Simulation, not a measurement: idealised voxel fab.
process module | voxel capacitor over wiring
cross-section cut | 200 nm wide | cells 5 nm
A cross-section is a grid of square cells, given in bands from the top down. A band is one or more rows of cells.
Each band's line starts with the height of the band's top and of its bottom, in nm. Then come its materials from left to right, each with its width in nm. One material with "throughout" fills the band from edge to edge. "air" is empty space.
Height 0 is the level under which the wafer as received is all one material. The lowest band goes on downwards, as in "0 down".
A width such as "30 to 40" changes by the same amount from each row of cells to the next, from the band's top row to its bottom row.
"no change" after a step means that no cell of the cross-section changed.
closed voids: empty space of 8 cells or more with no open way to the top, each as width x height at its distance from the left edge, in nm
after a step's settings: what the simulator itself notes on the step
overlay nm, on a step with a mask: how far to the right of its planned place the mask lay; to the left if negative
plan
1 op RECEIVE | material Si
2 op CONFORMAL_DEP | material SiO2 | thk nm 10
3 op DIRECTIONAL_DEP | material TiN | thk nm 5
4 op DIRECTIONAL_DEP | material W | thk nm 15
5 op MASKED_ETCH | tone cover | mask id METAL_1 | width nm 30 | pitch nm 90 | etch materials W | depth nm 15 | overlay nm 0
6 op MASKED_ETCH | tone cover | mask id METAL_1 | width nm 30 | pitch nm 90 | etch materials TiN | depth nm 5 | overlay nm 0
7 op CONFORMAL_DEP | material SiCN | thk nm 5
8 op FILL_DEP | material lowk | thk nm 10
9 op CMP | height nm 30
10 op CONFORMAL_DEP | material SiCN | thk nm 5
11 op DIRECTIONAL_DEP | material lowk | thk nm 10
12 op PATTERN | tone open | mask id PLUG_1 | material resist | width nm 15 | thk nm 15 | overlay nm 0
13 op DIRECTIONAL_ETCH | etch materials lowk | depth nm 10
14 op DIRECTIONAL_ETCH | etch materials SiCN | depth nm 5
15 op STRIP | etch materials resist
16 op EPI | material Ru | thk nm 10
17 op EPI | material Ru | thk nm 5
18 op DIRECTIONAL_DEP | material TiN | thk nm 5
19 op DIRECTIONAL_DEP | material HfO2 | thk nm 5
20 op DIRECTIONAL_DEP | material TiN | thk nm 10
21 op DIRECTIONAL_DEP | material aC | thk nm 10
22 op PATTERN | tone cover | mask id UPPER_PLATE | material resist | width nm 65 | thk nm 25 | overlay nm 0
23 op DIRECTIONAL_ETCH | etch materials aC | depth nm 10
24 op STRIP | etch materials resist
25 op DIRECTIONAL_ETCH | etch materials TiN | depth nm 10
26 op DIRECTIONAL_ETCH | etch materials HfO2 | depth nm 5
27 op STRIP | etch materials aC
28 op PATTERN | tone cover | mask id LOWER_PLATE | material resist | width nm 75 | thk nm 20 | overlay nm 0
29 op DIRECTIONAL_ETCH | etch materials TiN | depth nm 5
30 op STRIP | etch materials resist
31 op FILL_DEP | material SiO2 | thk nm 20
32 op CMP | height nm 80
33 op DIRECTIONAL_DEP | material aC | thk nm 10
34 op PATTERN | tone open | mask id PLUG_2 | material resist | width nm 15 | thk nm 30 | overlay nm 0
35 op DIRECTIONAL_ETCH | etch materials aC | depth nm 10
36 op STRIP | etch materials resist
37 op DIRECTIONAL_ETCH | etch materials SiO2 | depth nm 15
38 op STRIP | etch materials aC
39 op CONFORMAL_DEP | material TiN | thk nm 5
40 op FILL_DEP | material Cu | thk nm 5
41 op CMP | height nm 80
42 op CONFORMAL_DEP | material SiCN | thk nm 5
as received, after step 1
  0 down: Si throughout
  closed voids: none
a wafer at the end: this start, this plan, one mistake
  85 to 80: SiCN throughout
  80 to 70: SiO2 65 | TiN 5 | Cu 5 | TiN 5 | SiO2 120
  70 to 65: SiO2 65 | TiN 15 | SiO2 120
  65 to 55: SiO2 70 | TiN 50 | SiO2 80
  55 to 50: SiO2 70 | HfO2 50 | SiO2 80
  50 to 45: SiO2 50 | TiN 75 | SiO2 75
  45 to 40: lowk 55 | TiN 15 | lowk 130
  40 to 35: lowk 55 | HfO2 15 | lowk 130
  35 to 30: SiCN 55 | TiN 15 | SiCN 130
  30 to 20: W 40 | SiCN 5 | lowk 20 | SiCN 5 | W 60 | SiCN 5 | lowk 20 | SiCN 5 | W 40
  20 to 15: W 40 | SiCN 30 | W 60 | SiCN 30 | W 40
  15 to 10: TiN throughout
  10 to 0: SiO2 throughout
  0 down: Si throughout
  closed voids: none
what went wrong: step 5 ran as: op MASKED_ETCH | tone open | mask id METAL_1 | width nm 30 | pitch nm 90 | etch materials W | depth nm 15 | overlay nm 0
